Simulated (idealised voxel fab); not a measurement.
Presented below is a process module, voxel capacitor over wiring.
We display cut, a cross-section 190 nm in width whose square cells are each 5 nm.
Format of a cross-section: grid, square cells. Given as bands. Order: top down. Band: one or more rows of cells.
Band entry format. Leading values: height of top, height of bottom, nm. Remainder: materials in left-to-right order, each with its width in nm. Special words: "all across" on a single material, which then fills the band edge to edge; "blank", empty space.
All heights in this document are referenced to 0, defined as the level beneath which the wafer, as received, consists entirely of one material. The lowest band is not bounded below; it extends indefinitely downward and is written in the form "top 0, no bottom".
A two-number width, for instance "30..40", indicates that the width is equal to the first number in the top row of the band and to the second number in the bottom row, and that it changes by a constant amount per row of cells.
"stayed the same" -> step changed no cross-section cell.
Under "Trapped voids" you'll find the enclosed gaps, the ones with no way out to the top, that are 8 cells or bigger; each reads width x height at distance, with distance counted from the left edge, everything in nm.
On each step's line, the part that comes after the settings is the simulator's own comment on the step.
On any step carrying a mask, the "overlay nm" setting, if present on the step's line, tells how far right of its planned place the mask lay; negative values point to the left.

-- plan
1) RECEIVE, material Si
2) CONFORMAL_DEP, material SiO2, thk nm 10
3) DIRECTIONAL_DEP, material TiN, thk nm 5
4) DIRECTIONAL_DEP, material W, thk nm 25
5) DIRECTIONAL_DEP, material aC, thk nm 10
6) PATTERN, tone cover, mask id METAL_1, material resist, width nm 20, pitch nm 75, thk nm 30, overlay nm 0
7) DIRECTIONAL_ETCH, etch materials aC, depth nm 10
8) STRIP, etch materials resist
9) DIRECTIONAL_ETCH, etch materials W, depth nm 25
10) DIRECTIONAL_ETCH, etch materials TiN, depth nm 5
11) STRIP, etch materials aC
12) FILL_DEP, material lowk, thk nm 10
13) CMP, height nm 40
14) CONFORMAL_DEP, material SiCN, thk nm 5
15) DIRECTIONAL_DEP, material lowk, thk nm 15
16) MASKED_ETCH, tone open, mask id PLUG_1, width nm 15, etch materials lowk, depth nm 15, overlay nm 0
17) MASKED_ETCH, tone open, mask id PLUG_1, width nm 15, etch materials SiCN, depth nm 5, overlay nm 0
18) CONFORMAL_DEP, material TiN, thk nm 5
19) FILL_DEP, material Cu, thk nm 5
20) CMP, height nm 60
21) DIRECTIONAL_DEP, material TiN, thk nm 10
22) DIRECTIONAL_DEP, material SiN, thk nm 5
23) DIRECTIONAL_DEP, material TiN, thk nm 10
24) PATTERN, tone cover, mask id UPPER_PLATE, material resist, width nm 60, thk nm 15, overlay nm 0
25) DIRECTIONAL_ETCH, etch materials TiN, depth nm 10
26) DIRECTIONAL_ETCH, etch materials SiN, depth nm 5
27) STRIP, etch materials resist
28) PATTERN, tone cover, mask id LOWER_PLATE, material resist, width nm 70, thk nm 15, overlay nm 0
29) DIRECTIONAL_ETCH, etch materials TiN, depth nm 10
30) STRIP, etch materials resist
31) FILL_DEP, material SiO2, thk nm 20
32) CMP, height nm 100
33) MASKED_ETCH, tone open, mask id PLUG_2, width nm 15, etch materials SiO2, depth nm 15, overlay nm 0
34) CONFORMAL_DEP, material TiN, thk nm 5
35) FILL_DEP, material Cu, thk nm 10
36) CMP, height nm 100
37) CONFORMAL_DEP, material SiCN, thk nm 5

-- Account of the first of two wafers, which was processed as intended

-- as received, after step 1
- top 0, no bottom | Si all across
- Trapped voids: none

-- How the wafer stands in section after step 2
- top 10, bottom 0 | SiO2 all across
- For the remainder of the cross-section, below 0, there is no change.

-- How the wafer stands in section after step 3
- top 15, bottom 10 | TiN all across
- For the remainder of the cross-section, below 10, there is no change.

-- How the wafer stands in section after step 4
- top 40, bottom 15 | W all across
- For the remainder of the cross-section, below 15, there is no change.

-- How the wafer stands in section after step 5
- top 50, bottom 40 | aC all across
- For the remainder of the cross-section, below 40, there is no change.

-- How the wafer stands in section after step 6
- top 80, bottom 50 | blank 45 nm, resist 20 nm, blank 55 nm, resist 20 nm, blank 50 nm
- For the remainder of the cross-section, below 50, there is no change.

-- How the wafer stands in section after step 7
- top 70, bottom 50 | blank 45 nm, resist 20 nm, blank 55 nm, resist 20 nm, blank 50 nm
- top 50, bottom 40 | blank 45 nm, aC 20 nm, blank 55 nm, aC 20 nm, blank 50 nm
- For the remainder of the cross-section, below 40, there is no change.

-- How the wafer stands in section after step 8
- top 50, bottom 40 | blank 45 nm, aC 20 nm, blank 55 nm, aC 20 nm, blank 50 nm
- For the remainder of the cross-section, below 40, there is no change.

-- How the wafer stands in section after step 9
- top 50, bottom 40 | blank 45 nm, aC 20 nm, blank 55 nm, aC 20 nm, blank 50 nm
- top 40, bottom 15 | blank 45 nm, W 20 nm, blank 55 nm, W 20 nm, blank 50 nm
- For the remainder of the cross-section, below 15, there is no change.

-- How the wafer stands in section after step 10
- top 50, bottom 40 | blank 45 nm, aC 20 nm, blank 55 nm, aC 20 nm, blank 50 nm
- top 40, bottom 15 | blank 45 nm, W 20 nm, blank 55 nm, W 20 nm, blank 50 nm
- top 15, bottom 10 | blank 45 nm, TiN 20 nm, blank 55 nm, TiN 20 nm, blank 50 nm
- For the remainder of the cross-section, below 10, there is no change.

-- How the wafer stands in section after step 11
- top 40, bottom 15 | blank 45 nm, W 20 nm, blank 55 nm, W 20 nm, blank 50 nm
- For the remainder of the cross-section, below 15, there is no change.

-- How the wafer stands in section after step 12
- top 50, bottom 40 | lowk all across
- top 40, bottom 15 | lowk 45 nm, W 20 nm, lowk 55 nm, W 20 nm, lowk 50 nm
- top 15, bottom 10 | lowk 45 nm, TiN 20 nm, lowk 55 nm, TiN 20 nm, lowk 50 nm
- For the remainder of the cross-section, below 10, there is no change.

-- How the wafer stands in section after step 13
- top 40, bottom 15 | lowk 45 nm, W 20 nm, lowk 55 nm, W 20 nm, lowk 50 nm
- For the remainder of the cross-section, below 15, there is no change.

-- How the wafer stands in section after step 14
- top 45, bottom 40 | SiCN all across
- For the remainder of the cross-section, below 40, there is no change.

-- How the wafer stands in section after step 15
- top 60, bottom 45 | lowk all across
- For the remainder of the cross-section, below 45, there is no change.

-- How the wafer stands in section after step 16
- top 60, bottom 45 | lowk 50 nm, blank 15 nm, lowk 125 nm
- For the remainder of the cross-section, below 45, there is no change.

-- How the wafer stands in section after step 17
- top 60, bottom 45 | lowk 50 nm, blank 15 nm, lowk 125 nm
- top 45, bottom 40 | SiCN 50 nm, blank 15 nm, SiCN 125 nm
- For the remainder of the cross-section, below 40, there is no change.

-- How the wafer stands in section after step 18
- top 65, bottom 60 | TiN 55 nm, blank 5 nm, TiN 130 nm
- top 60, bottom 45 | lowk 50 nm, TiN 5 nm, blank 5 nm, TiN 5 nm, lowk 125 nm
- top 45, bottom 40 | SiCN 50 nm, TiN 15 nm, SiCN 125 nm
- For the remainder of the cross-section, below 40, there is no change.

-- How the wafer stands in section after step 19
- top 70, bottom 65 | Cu all across
- top 65, bottom 60 | TiN 55 nm, Cu 5 nm, TiN 130 nm
- top 60, bottom 45 | lowk 50 nm, TiN 5 nm, Cu 5 nm, TiN 5 nm, lowk 125 nm
- For the remainder of the cross-section, below 45, there is no change.

-- How the wafer stands in section after step 20
- top 60, bottom 45 | lowk 50 nm, TiN 5 nm, Cu 5 nm, TiN 5 nm, lowk 125 nm
- For the remainder of the cross-section, below 45, there is no change.

-- How the wafer stands in section after step 21
- top 70, bottom 60 | TiN all across
- For the remainder of the cross-section, below 60, there is no change.

-- How the wafer stands in section after step 22
- top 75, bottom 70 | SiN all across
- For the remainder of the cross-section, below 70, there is no change.

-- How the wafer stands in section after step 23
- top 85, bottom 75 | TiN all across
- For the remainder of the cross-section, below 75, there is no change.

-- How the wafer stands in section after step 24
- top 100, bottom 85 | blank 50 nm, resist 60 nm, blank 80 nm
- For the remainder of the cross-section, below 85, there is no change.

-- How the wafer stands in section after step 25
- top 100, bottom 85 | blank 50 nm, resist 60 nm, blank 80 nm
- top 85, bottom 75 | blank 50 nm, TiN 60 nm, blank 80 nm
- For the remainder of the cross-section, below 75, there is no change.

-- How the wafer stands in section after step 26
- top 100, bottom 85 | blank 50 nm, resist 60 nm, blank 80 nm
- top 85, bottom 75 | blank 50 nm, TiN 60 nm, blank 80 nm
- top 75, bottom 70 | blank 50 nm, SiN 60 nm, blank 80 nm
- For the remainder of the cross-section, below 70, there is no change.

-- How the wafer stands in section after step 27
- top 85, bottom 75 | blank 50 nm, TiN 60 nm, blank 80 nm
- For the remainder of the cross-section, below 75, there is no change.

-- How the wafer stands in section after step 28
- top 100, bottom 85 | blank 45 nm, resist 70 nm, blank 75 nm
- top 85, bottom 75 | blank 45 nm, resist 5 nm, TiN 60 nm, resist 5 nm, blank 75 nm
- top 75, bottom 70 | blank 45 nm, resist 5 nm, SiN 60 nm, resist 5 nm, blank 75 nm
- For the remainder of the cross-section, below 70, there is no change.

-- How the wafer stands in section after step 29
- top 100, bottom 85 | blank 45 nm, resist 70 nm, blank 75 nm
- top 85, bottom 75 | blank 45 nm, resist 5 nm, TiN 60 nm, resist 5 nm, blank 75 nm
- top 75, bottom 70 | blank 45 nm, resist 5 nm, SiN 60 nm, resist 5 nm, blank 75 nm
- top 70, bottom 60 | blank 45 nm, TiN 70 nm, blank 75 nm
- For the remainder of the cross-section, below 60, there is no change.

-- How the wafer stands in section after step 30
- top 85, bottom 75 | blank 50 nm, TiN 60 nm, blank 80 nm
- top 75, bottom 70 | blank 50 nm, SiN 60 nm, blank 80 nm
- For the remainder of the cross-section, below 70, there is no change.

-- How the wafer stands in section after step 31
- top 105, bottom 85 | SiO2 all across
- top 85, bottom 75 | SiO2 50 nm, TiN 60 nm, SiO2 80 nm
- top 75, bottom 70 | SiO2 50 nm, SiN 60 nm, SiO2 80 nm
- top 70, bottom 60 | SiO2 45 nm, TiN 70 nm, SiO2 75 nm
- For the remainder of the cross-section, below 60, there is no change.

-- How the wafer stands in section after step 32
- top 100, bottom 85 | SiO2 all across
- For the remainder of the cross-section, below 85, there is no change.

-- How the wafer stands in section after step 33
- top 100, bottom 85 | SiO2 60 nm, blank 15 nm, SiO2 115 nm
- For the remainder of the cross-section, below 85, there is no change.

-- How the wafer stands in section after step 34
- top 105, bottom 100 | TiN 65 nm, blank 5 nm, TiN 120 nm
- top 100, bottom 90 | SiO2 60 nm, TiN 5 nm, blank 5 nm, TiN 5 nm, SiO2 115 nm
- top 90, bottom 85 | SiO2 60 nm, TiN 15 nm, SiO2 115 nm
- For the remainder of the cross-section, below 85, there is no change.

-- How the wafer stands in section after step 35
- top 115, bottom 105 | Cu all across
- top 105, bottom 100 | TiN 65 nm, Cu 5 nm, TiN 120 nm
- top 100, bottom 90 | SiO2 60 nm, TiN 5 nm, Cu 5 nm, TiN 5 nm, SiO2 115 nm
- For the remainder of the cross-section, below 90, there is no change.

-- How the wafer stands in section after step 36
- top 100, bottom 90 | SiO2 60 nm, TiN 5 nm, Cu 5 nm, TiN 5 nm, SiO2 115 nm
- For the remainder of the cross-section, below 90, there is no change.

-- How the wafer stands in section after step 37
- top 105, bottom 100 | SiCN all across
- For the remainder of the cross-section, below 100, there is no change.

-- Wafer two. Identical start, identical plan. One mistake in execution. Identical history through step 13

-- The second wafer in cross-section, at the planned close of step 14
- top 55, bottom 40 | lowk all across
- For the remainder of the cross-section, below 40, there is no change.

-- The second wafer in cross-section, at the planned close of step 15
- top 60, bottom 55 | SiCN all across
- For the remainder of the cross-section, below 55, there is no change.

The second wafer in cross-section, at the planned close of step 16: stayed the same

-- The second wafer in cross-section, at the planned close of step 17
- top 60, bottom 55 | SiCN 50 nm, blank 15 nm, SiCN 125 nm
- For the remainder of the cross-section, below 55, there is no change.

-- The second wafer in cross-section, at the planned close of step 18
- top 65, bottom 60 | TiN 55 nm, blank 5 nm, TiN 130 nm
- top 60, bottom 55 | SiCN 50 nm, TiN 15 nm, SiCN 125 nm
- For the remainder of the cross-section, below 55, there is no change.

-- The second wafer in cross-section, at the planned close of step 19
- top 70, bottom 65 | Cu all across
- top 65, bottom 60 | TiN 55 nm, Cu 5 nm, TiN 130 nm
- For the remainder of the cross-section, below 60, there is no change.

-- The second wafer in cross-section, at the planned close of step 20
- top 60, bottom 55 | SiCN 50 nm, TiN 15 nm, SiCN 125 nm
- For the remainder of the cross-section, below 55, there is no change.

-- The second wafer in cross-section, at the planned close of step 21
- top 70, bottom 60 | TiN all across
- For the remainder of the cross-section, below 60, there is no change.

-- The second wafer in cross-section, at the planned close of step 22
- top 75, bottom 70 | SiN all across
- For the remainder of the cross-section, below 70, there is no change.

-- The second wafer in cross-section, at the planned close of step 23
- top 85, bottom 75 | TiN all across
- For the remainder of the cross-section, below 75, there is no change.

-- The second wafer in cross-section, at the planned close of step 24
- top 100, bottom 85 | blank 50 nm, resist 60 nm, blank 80 nm
- For the remainder of the cross-section, below 85, there is no change.

-- The second wafer in cross-section, at the planned close of step 25
- top 100, bottom 85 | blank 50 nm, resist 60 nm, blank 80 nm
- top 85, bottom 75 | blank 50 nm, TiN 60 nm, blank 80 nm
- For the remainder of the cross-section, below 75, there is no change.

-- The second wafer in cross-section, at the planned close of step 26
- top 100, bottom 85 | blank 50 nm, resist 60 nm, blank 80 nm
- top 85, bottom 75 | blank 50 nm, TiN 60 nm, blank 80 nm
- top 75, bottom 70 | blank 50 nm, SiN 60 nm, blank 80 nm
- For the remainder of the cross-section, below 70, there is no change.

-- The second wafer in cross-section, at the planned close of step 27
- top 85, bottom 75 | blank 50 nm, TiN 60 nm, blank 80 nm
- For the remainder of the cross-section, below 75, there is no change.

-- The second wafer in cross-section, at the planned close of step 28
- top 100, bottom 85 | blank 45 nm, resist 70 nm, blank 75 nm
- top 85, bottom 75 | blank 45 nm, resist 5 nm, TiN 60 nm, resist 5 nm, blank 75 nm
- top 75, bottom 70 | blank 45 nm, resist 5 nm, SiN 60 nm, resist 5 nm, blank 75 nm
- For the remainder of the cross-section, below 70, there is no change.

-- The second wafer in cross-section, at the planned close of step 29
- top 100, bottom 85 | blank 45 nm, resist 70 nm, blank 75 nm
- top 85, bottom 75 | blank 45 nm, resist 5 nm, TiN 60 nm, resist 5 nm, blank 75 nm
- top 75, bottom 70 | blank 45 nm, resist 5 nm, SiN 60 nm, resist 5 nm, blank 75 nm
- top 70, bottom 60 | blank 45 nm, TiN 70 nm, blank 75 nm
- For the remainder of the cross-section, below 60, there is no change.

-- The second wafer in cross-section, at the planned close of step 30
- top 85, bottom 75 | blank 50 nm, TiN 60 nm, blank 80 nm
- top 75, bottom 70 | blank 50 nm, SiN 60 nm, blank 80 nm
- For the remainder of the cross-section, below 70, there is no change.

-- The second wafer in cross-section, at the planned close of step 31
- top 105, bottom 85 | SiO2 all across
- top 85, bottom 75 | SiO2 50 nm, TiN 60 nm, SiO2 80 nm
- top 75, bottom 70 | SiO2 50 nm, SiN 60 nm, SiO2 80 nm
- top 70, bottom 60 | SiO2 45 nm, TiN 70 nm, SiO2 75 nm
- For the remainder of the cross-section, below 60, there is no change.

-- The second wafer in cross-section, at the planned close of step 32
- top 100, bottom 85 | SiO2 all across
- For the remainder of the cross-section, below 85, there is no change.

-- The second wafer in cross-section, at the planned close of step 33
- top 100, bottom 85 | SiO2 60 nm, blank 15 nm, SiO2 115 nm
- For the remainder of the cross-section, below 85, there is no change.

-- The second wafer in cross-section, at the planned close of step 34
- top 105, bottom 100 | TiN 65 nm, blank 5 nm, TiN 120 nm
- top 100, bottom 90 | SiO2 60 nm, TiN 5 nm, blank 5 nm, TiN 5 nm, SiO2 115 nm
- top 90, bottom 85 | SiO2 60 nm, TiN 15 nm, SiO2 115 nm
- For the remainder of the cross-section, below 85, there is no change.

-- The second wafer in cross-section, at the planned close of step 35
- top 115, bottom 105 | Cu all across
- top 105, bottom 100 | TiN 65 nm, Cu 5 nm, TiN 120 nm
- top 100, bottom 90 | SiO2 60 nm, TiN 5 nm, Cu 5 nm, TiN 5 nm, SiO2 115 nm
- For the remainder of the cross-section, below 90, there is no change.

-- The second wafer in cross-section, at the planned close of step 36
- top 100, bottom 90 | SiO2 60 nm, TiN 5 nm, Cu 5 nm, TiN 5 nm, SiO2 115 nm
- For the remainder of the cross-section, below 90, there is no change.

-- The second wafer in cross-section, at the planned close of step 37
- top 105, bottom 100 | SiCN all across
- For the remainder of the cross-section, below 100, there is no change.
So what did we get wrong on this run? steps 14 and 15 swapped
Once processing is complete, comparing cell counts shows that the second wafer has more or fewer of certain materials than the first: -3 Cu; -6 TiN; +9 lowk
